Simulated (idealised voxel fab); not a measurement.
This is a process module. Its name is voxel trench capacitor.
For reference, the cross-section in this document is cut, with width 140 nm and square cells of 5 nm.
Reading order for cross-sections: top band down to bottom band. Underlying form: a grid of square cells. Band size: one or more rows of cells. Read a band's entry like this: the first values are the height of its top and the height of its bottom in nm, and what follows is the sequence of materials from left to right, each with its width in nm. Note that "blank" is empty space, and that a single material marked "all across" reaches across the band from edge to edge. Height is counted from the level 0, under which the received wafer is composed throughout of one material. The lowest of the bands is not closed at the bottom but continues downward, in the notation "0 down". A width given as "30..40" starts at the first number in the band's top row and ends at the second number in its bottom row, shifting by an equal amount at every step from row to row. Key: "no alteration" - step with no changed cell in the cross-section. "Closed void listing" - sealed voids, min. 8 cells, no opening to top; format: width x height at distance (distance from left edge; nm throughout). Heads up: the bit after the settings on a step's line is the simulator's remark on that step. What "overlay nm" on a step's line means: if the step has a mask, that mask lay this far to the right of its planned place, or, when the value is negative, to the left.

This section lists the process steps that were planned
| 1 | RECEIVE [material Si] |
| 2 | CONFORMAL_DEP [material SiN] [thk nm 5] |
| 3 | DIRECTIONAL_DEP [material aC] [thk nm 10] |
| 4 | PATTERN [tone open] [mask id TRENCH] [material resist] [width nm 15] [pitch nm 35] [thk nm 25] [overlay nm 0] |
| 5 | DIRECTIONAL_ETCH [etch materials aC] [depth nm 10] |
| 6 | STRIP [etch materials resist] |
| 7 | DIRECTIONAL_ETCH [etch materials SiN] [depth nm 10] |
| 8 | DIRECTIONAL_ETCH [etch materials Si] [depth nm 25] |
| 9 | STRIP [etch materials aC] |
| 10 | CONFORMAL_DEP [material SiO2] [thk nm 5] |
| 11 | FILL_DEP [material polySi] [thk nm 10] |
| 12 | CMP [height nm 10] |
Don't read the plan's thk nm for step 2 as applying to every wafer: that's the first wafer's value, and the wafers differ in it, though they all start identical.

Incoming state of the first of several wafers in cross-section: after step 1
  0 down | Si all across
  Closed void listing: none

Quick look at the cross-section of the first of several wafers after step 12, which wraps up the module
  10 to 5 | SiO2 30 nm, polySi 5 nm, SiO2 30 nm, polySi 5 nm, SiO2 30 nm, polySi 5 nm, SiO2 35 nm
  5 to 0 | SiN 25 nm, SiO2 5 nm, polySi 5 nm, SiO2 5 nm, SiN 20 nm, SiO2 5 nm, polySi 5 nm, SiO2 5 nm, SiN 20 nm, SiO2 5 nm, polySi 5 nm, SiO2 5 nm, SiN 30 nm
  0 to -20 | Si 25 nm, SiO2 5 nm, polySi 5 nm, SiO2 5 nm, Si 20 nm, SiO2 5 nm, polySi 5 nm, SiO2 5 nm, Si 20 nm, SiO2 5 nm, polySi 5 nm, SiO2 5 nm, Si 30 nm
  -20 to -25 | Si 25 nm, SiO2 15 nm, Si 20 nm, SiO2 15 nm, Si 20 nm, SiO2 15 nm, Si 30 nm
  -25 down | Si all across
  Closed void listing: none

Of the several wafers, the last: cross-section at the end of the module
  10 to 0 | SiN all across
  0 down | Si all across
  Closed void listing: none

Below is a per-wafer table. In it, each row describes the wafer at the end of the module by giving, for each material, the number of cells gained (+) or lost (-) since the wafer was received, and after that the closed voids of the wafer
thk nm 5 | -45 Si | +19 SiN | +64 SiO2 | +18 polySi | Closed void listing: none
thk nm 10 | -45 Si | +38 SiN | +45 SiO2 | +18 polySi | Closed void listing: none
thk nm 15 | +47 SiN | +9 SiO2 | Closed void listing: none
thk nm 20 | +56 SiN | Closed void listing: none
thk nm 25 | +56 SiN | Closed void listing: none
